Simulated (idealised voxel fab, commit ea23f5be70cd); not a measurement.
This section sets out a process module, namely voxel self aligned vias.
The figure presents cross-section cut, which has a width of 250 nm and is divided into square cells with an edge length of 5 nm.
This document writes a cross-section as a grid whose cells are square, and gives it as bands, listed from the top down; one or more rows of cells form a band.
For a band, the entry starts with two heights in nm, that of the top and then that of the bottom, and carries on with the band's materials in order from left to right, each alongside its width in nm; the word "full width" beside a single material means it fills the band edge to edge, and "empty" means empty space.
Heads up on the height convention: 0 is the point under which the incoming wafer is all one material, and the lowest band has no bottom, it just keeps going down, like "0 -> down".
Top row gets the first number, bottom row gets the second, and each row in between changes by the same step: that is how a band width like "30->40" works.
"remained unchanged" (step): cross-section cells unchanged, all of them.
Empty spaces counting at least 8 cells and having no open way to the top are listed in "Enclosed void inventory". The notation width x height at distance is used for each, the distance being from the left edge and all three values in nm.
What comes after the settings on a step's line is commentary from the simulator itself on that step.
The optional step-line setting "overlay nm" applies to steps with a mask and quantifies how far to the right of its planned location the mask lay, a negative value indicating leftward placement.

## The steps planned for the process are as follows
| 1 | RECEIVE: material Si |
| 2 | CONFORMAL_DEP: material SiO2, thk nm 10 |
| 3 | CONFORMAL_DEP: material SiCN, thk nm 5 |
| 4 | DIRECTIONAL_DEP: material lowk, thk nm 25 |
| 5 | PATTERN: tone open, mask id LINES, material resist, width nm 30, pitch nm 65, thk nm 15, overlay nm 0 |
| 6 | DIRECTIONAL_ETCH: etch materials lowk, depth nm 25 |
| 7 | STRIP: etch materials resist |
| 8 | CONFORMAL_DEP: material TiN, thk nm 5 |
| 9 | FILL_DEP: material Ru, thk nm 10 |
| 10 | CMP: height nm 40 |
| 11 | SELECTIVE_ETCH: etch materials W Ru TiN, depth nm 10 |
| 12 | FILL_DEP: material SiN, thk nm 10 |
| 13 | CMP: height nm 40 |
| 14 | DIRECTIONAL_DEP: material lowk, thk nm 15 |
| 15 | PATTERN: tone open, mask id VIAS, material resist, width nm 50, pitch nm 65, thk nm 20, overlay nm 0 |
| 16 | DIRECTIONAL_ETCH: etch materials lowk, depth nm 15 |
| 17 | DIRECTIONAL_ETCH: etch materials SiN, depth nm 10 |
| 18 | STRIP: etch materials resist |
| 19 | CONFORMAL_DEP: material TiN, thk nm 5 |
| 20 | FILL_DEP: material W, thk nm 5 |
| 21 | CMP: height nm 55 |
| 22 | CONFORMAL_DEP: material SiN, thk nm 5 |

## First of two wafers: run as planned

## Cross-section of the wafer at receipt, which is the condition after step 1
> 0 -> down: Si full width
> Enclosed void inventory: none

## The wafer, seen in cross-section, after step 2
> 10 -> 0: SiO2 full width
> Whatever lies below 0 is exactly as it was before.

## The wafer, seen in cross-section, after step 3
> 15 -> 10: SiCN full width
> Whatever lies below 10 is exactly as it was before.

## The wafer, seen in cross-section, after step 4
> 40 -> 15: lowk full width
> Whatever lies below 15 is exactly as it was before.

## The wafer, seen in cross-section, after step 5
> 55 -> 40: 45 resist, then 30 empty, then 35 resist, then 30 empty, then 35 resist, then 30 empty, then 45 resist
> Whatever lies below 40 is exactly as it was before.

## The wafer, seen in cross-section, after step 6
> 55 -> 40: 45 resist, then 30 empty, then 35 resist, then 30 empty, then 35 resist, then 30 empty, then 45 resist
> 40 -> 15: 45 lowk, then 30 empty, then 35 lowk, then 30 empty, then 35 lowk, then 30 empty, then 45 lowk
> Whatever lies below 15 is exactly as it was before.

## The wafer, seen in cross-section, after step 7
> 40 -> 15: 45 lowk, then 30 empty, then 35 lowk, then 30 empty, then 35 lowk, then 30 empty, then 45 lowk
> Whatever lies below 15 is exactly as it was before.

## The wafer, seen in cross-section, after step 8
> 45 -> 40: 50 TiN, then 20 empty, then 45 TiN, then 20 empty, then 45 TiN, then 20 empty, then 50 TiN
> 40 -> 20: 45 lowk, then 5 TiN, then 20 empty, then 5 TiN, then 35 lowk, then 5 TiN, then 20 empty, then 5 TiN, then 35 lowk, then 5 TiN, then 20 empty, then 5 TiN, then 45 lowk
> 20 -> 15: 45 lowk, then 30 TiN, then 35 lowk, then 30 TiN, then 35 lowk, then 30 TiN, then 45 lowk
> Whatever lies below 15 is exactly as it was before.

## The wafer, seen in cross-section, after step 9
> 55 -> 45: Ru full width
> 45 -> 40: 50 TiN, then 20 Ru, then 45 TiN, then 20 Ru, then 45 TiN, then 20 Ru, then 50 TiN
> 40 -> 20: 45 lowk, then 5 TiN, then 20 Ru, then 5 TiN, then 35 lowk, then 5 TiN, then 20 Ru, then 5 TiN, then 35 lowk, then 5 TiN, then 20 Ru, then 5 TiN, then 45 lowk
> Whatever lies below 20 is exactly as it was before.

## The wafer, seen in cross-section, after step 10
> 40 -> 20: 45 lowk, then 5 TiN, then 20 Ru, then 5 TiN, then 35 lowk, then 5 TiN, then 20 Ru, then 5 TiN, then 35 lowk, then 5 TiN, then 20 Ru, then 5 TiN, then 45 lowk
> Whatever lies below 20 is exactly as it was before.

## The wafer, seen in cross-section, after step 11
> 40 -> 30: 45 lowk, then 30 empty, then 35 lowk, then 30 empty, then 35 lowk, then 30 empty, then 45 lowk
> Whatever lies below 30 is exactly as it was before.

## The wafer, seen in cross-section, after step 12
> 50 -> 40: SiN full width
> 40 -> 30: 45 lowk, then 30 SiN, then 35 lowk, then 30 SiN, then 35 lowk, then 30 SiN, then 45 lowk
> Whatever lies below 30 is exactly as it was before.

## The wafer, seen in cross-section, after step 13
> 40 -> 30: 45 lowk, then 30 SiN, then 35 lowk, then 30 SiN, then 35 lowk, then 30 SiN, then 45 lowk
> Whatever lies below 30 is exactly as it was before.

## The wafer, seen in cross-section, after step 14
> 55 -> 40: lowk full width
> Whatever lies below 40 is exactly as it was before.

## The wafer, seen in cross-section, after step 15
> 75 -> 55: 35 resist, then 50 empty, then 15 resist, then 50 empty, then 15 resist, then 50 empty, then 35 resist
> Whatever lies below 55 is exactly as it was before.

## The wafer, seen in cross-section, after step 16
> 75 -> 55: 35 resist, then 50 empty, then 15 resist, then 50 empty, then 15 resist, then 50 empty, then 35 resist
> 55 -> 40: 35 lowk, then 50 empty, then 15 lowk, then 50 empty, then 15 lowk, then 50 empty, then 35 lowk
> Whatever lies below 40 is exactly as it was before.

## The wafer, seen in cross-section, after step 17
> 75 -> 55: 35 resist, then 50 empty, then 15 resist, then 50 empty, then 15 resist, then 50 empty, then 35 resist
> 55 -> 40: 35 lowk, then 50 empty, then 15 lowk, then 50 empty, then 15 lowk, then 50 empty, then 35 lowk
> 40 -> 30: 45 lowk, then 30 empty, then 35 lowk, then 30 empty, then 35 lowk, then 30 empty, then 45 lowk
> Whatever lies below 30 is exactly as it was before.

## The wafer, seen in cross-section, after step 18
> 55 -> 40: 35 lowk, then 50 empty, then 15 lowk, then 50 empty, then 15 lowk, then 50 empty, then 35 lowk
> Whatever lies below 40 is exactly as it was before.

## The wafer, seen in cross-section, after step 19
> 60 -> 55: 40 TiN, then 40 empty, then 25 TiN, then 40 empty, then 25 TiN, then 40 empty, then 40 TiN
> 55 -> 45: 35 lowk, then 5 TiN, then 40 empty, then 5 TiN, then 15 lowk, then 5 TiN, then 40 empty, then 5 TiN, then 15 lowk, then 5 TiN, then 40 empty, then 5 TiN, then 35 lowk
> 45 -> 35: 35->45 lowk, then 15->5 TiN, then 20 empty, then 15->5 TiN, then 15->35 lowk, then 15->5 TiN, then 20 empty, then 15->5 TiN, then 15->35 lowk, then 15->5 TiN, then 20 empty, then 15->5 TiN, then 35->45 lowk
> 35 -> 30: 45 lowk, then 30 TiN, then 35 lowk, then 30 TiN, then 35 lowk, then 30 TiN, then 45 lowk
> Whatever lies below 30 is exactly as it was before.

## The wafer, seen in cross-section, after step 20
> 65 -> 60: W full width
> 60 -> 55: 40 TiN, then 40 W, then 25 TiN, then 40 W, then 25 TiN, then 40 W, then 40 TiN
> 55 -> 45: 35 lowk, then 5 TiN, then 40 W, then 5 TiN, then 15 lowk, then 5 TiN, then 40 W, then 5 TiN, then 15 lowk, then 5 TiN, then 40 W, then 5 TiN, then 35 lowk
> 45 -> 35: 35->45 lowk, then 15->5 TiN, then 20 W, then 15->5 TiN, then 15->35 lowk, then 15->5 TiN, then 20 W, then 15->5 TiN, then 15->35 lowk, then 15->5 TiN, then 20 W, then 15->5 TiN, then 35->45 lowk
> Whatever lies below 35 is exactly as it was before.

## The wafer, seen in cross-section, after step 21
> 55 -> 45: 35 lowk, then 5 TiN, then 40 W, then 5 TiN, then 15 lowk, then 5 TiN, then 40 W, then 5 TiN, then 15 lowk, then 5 TiN, then 40 W, then 5 TiN, then 35 lowk
> Whatever lies below 45 is exactly as it was before.

## The wafer, seen in cross-section, after step 22
> 60 -> 55: SiN full width
> Whatever lies below 55 is exactly as it was before.

## Wafer two. Same start, same plan, one slip in execution. Same as wafer one through step 4, inclusive

## Second wafer: cross-section at the scheduled end of step 5
> 55 -> 40: 45 empty, then 30 resist, then 35 empty, then 30 resist, then 35 empty, then 30 resist, then 45 empty
> Whatever lies below 40 is exactly as it was before.

## Second wafer: cross-section at the scheduled end of step 6
> 55 -> 40: 45 empty, then 30 resist, then 35 empty, then 30 resist, then 35 empty, then 30 resist, then 45 empty
> 40 -> 15: 45 empty, then 30 lowk, then 35 empty, then 30 lowk, then 35 empty, then 30 lowk, then 45 empty
> Whatever lies below 15 is exactly as it was before.

## Second wafer: cross-section at the scheduled end of step 7
> 40 -> 15: 45 empty, then 30 lowk, then 35 empty, then 30 lowk, then 35 empty, then 30 lowk, then 45 empty
> Whatever lies below 15 is exactly as it was before.

## Second wafer: cross-section at the scheduled end of step 8
> 45 -> 40: 40 empty, then 40 TiN, then 25 empty, then 40 TiN, then 25 empty, then 40 TiN, then 40 empty
> 40 -> 20: 40 empty, then 5 TiN, then 30 lowk, then 5 TiN, then 25 empty, then 5 TiN, then 30 lowk, then 5 TiN, then 25 empty, then 5 TiN, then 30 lowk, then 5 TiN, then 40 empty
> 20 -> 15: 45 TiN, then 30 lowk, then 35 TiN, then 30 lowk, then 35 TiN, then 30 lowk, then 45 TiN
> Whatever lies below 15 is exactly as it was before.

## Second wafer: cross-section at the scheduled end of step 9
> 55 -> 45: Ru full width
> 45 -> 40: 40 Ru, then 40 TiN, then 25 Ru, then 40 TiN, then 25 Ru, then 40 TiN, then 40 Ru
> 40 -> 20: 40 Ru, then 5 TiN, then 30 lowk, then 5 TiN, then 25 Ru, then 5 TiN, then 30 lowk, then 5 TiN, then 25 Ru, then 5 TiN, then 30 lowk, then 5 TiN, then 40 Ru
> Whatever lies below 20 is exactly as it was before.

## Second wafer: cross-section at the scheduled end of step 10
> 40 -> 20: 40 Ru, then 5 TiN, then 30 lowk, then 5 TiN, then 25 Ru, then 5 TiN, then 30 lowk, then 5 TiN, then 25 Ru, then 5 TiN, then 30 lowk, then 5 TiN, then 40 Ru
> Whatever lies below 20 is exactly as it was before.

## Second wafer: cross-section at the scheduled end of step 11
> 40 -> 30: 45 empty, then 30 lowk, then 35 empty, then 30 lowk, then 35 empty, then 30 lowk, then 45 empty
> Whatever lies below 30 is exactly as it was before.

## Second wafer: cross-section at the scheduled end of step 12
> 50 -> 40: SiN full width
> 40 -> 30: 45 SiN, then 30 lowk, then 35 SiN, then 30 lowk, then 35 SiN, then 30 lowk, then 45 SiN
> Whatever lies below 30 is exactly as it was before.

## Second wafer: cross-section at the scheduled end of step 13
> 40 -> 30: 45 SiN, then 30 lowk, then 35 SiN, then 30 lowk, then 35 SiN, then 30 lowk, then 45 SiN
> Whatever lies below 30 is exactly as it was before.

## Second wafer: cross-section at the scheduled end of step 14
> 55 -> 40: lowk full width
> Whatever lies below 40 is exactly as it was before.

## Second wafer: cross-section at the scheduled end of step 15
> 75 -> 55: 35 resist, then 50 empty, then 15 resist, then 50 empty, then 15 resist, then 50 empty, then 35 resist
> Whatever lies below 55 is exactly as it was before.

## Second wafer: cross-section at the scheduled end of step 16
> 75 -> 55: 35 resist, then 50 empty, then 15 resist, then 50 empty, then 15 resist, then 50 empty, then 35 resist
> 55 -> 40: 35 lowk, then 50 empty, then 15 lowk, then 50 empty, then 15 lowk, then 50 empty, then 35 lowk
> Whatever lies below 40 is exactly as it was before.

## Second wafer: cross-section at the scheduled end of step 17
> 75 -> 55: 35 resist, then 50 empty, then 15 resist, then 50 empty, then 15 resist, then 50 empty, then 35 resist
> 55 -> 40: 35 lowk, then 50 empty, then 15 lowk, then 50 empty, then 15 lowk, then 50 empty, then 35 lowk
> 40 -> 30: 35 SiN, then 10 empty, then 30 lowk, then 10 empty, then 15 SiN, then 10 empty, then 30 lowk, then 10 empty, then 15 SiN, then 10 empty, then 30 lowk, then 10 empty, then 35 SiN
> Whatever lies below 30 is exactly as it was before.

## Second wafer: cross-section at the scheduled end of step 18
> 55 -> 40: 35 lowk, then 50 empty, then 15 lowk, then 50 empty, then 15 lowk, then 50 empty, then 35 lowk
> Whatever lies below 40 is exactly as it was before.

## Second wafer: cross-section at the scheduled end of step 19
> 60 -> 55: 40 TiN, then 40 empty, then 25 TiN, then 40 empty, then 25 TiN, then 40 empty, then 40 TiN
> 55 -> 45: 35 lowk, then 5 TiN, then 40 empty, then 5 TiN, then 15 lowk, then 5 TiN, then 40 empty, then 5 TiN, then 15 lowk, then 5 TiN, then 40 empty, then 5 TiN, then 35 lowk
> 45 -> 40: 35 lowk, then 50 TiN, then 15 lowk, then 50 TiN, then 15 lowk, then 50 TiN, then 35 lowk
> 40 -> 30: 35 SiN, then 10 TiN, then 30 lowk, then 10 TiN, then 15 SiN, then 10 TiN, then 30 lowk, then 10 TiN, then 15 SiN, then 10 TiN, then 30 lowk, then 10 TiN, then 35 SiN
> Whatever lies below 30 is exactly as it was before.

## Second wafer: cross-section at the scheduled end of step 20
> 65 -> 60: W full width
> 60 -> 55: 40 TiN, then 40 W, then 25 TiN, then 40 W, then 25 TiN, then 40 W, then 40 TiN
> 55 -> 45: 35 lowk, then 5 TiN, then 40 W, then 5 TiN, then 15 lowk, then 5 TiN, then 40 W, then 5 TiN, then 15 lowk, then 5 TiN, then 40 W, then 5 TiN, then 35 lowk
> Whatever lies below 45 is exactly as it was before.

## Second wafer: cross-section at the scheduled end of step 21
> 55 -> 45: 35 lowk, then 5 TiN, then 40 W, then 5 TiN, then 15 lowk, then 5 TiN, then 40 W, then 5 TiN, then 15 lowk, then 5 TiN, then 40 W, then 5 TiN, then 35 lowk
> Whatever lies below 45 is exactly as it was before.

## Second wafer: cross-section at the scheduled end of step 22
> 60 -> 55: SiN full width
> Whatever lies below 55 is exactly as it was before.
The mistake made against the process plan was this: step 5 was not run as planned; what actually ran was PATTERN: tone cover, mask id LINES, material resist, width nm 30, pitch nm 65, thk nm 15, overlay nm 0
It is noted that, at the conclusion of processing, the second wafer exhibits a higher or lower cell count for certain materials relative to the first: +28 Ru, +40 SiN, +26 TiN, -24 W, -70 lowk
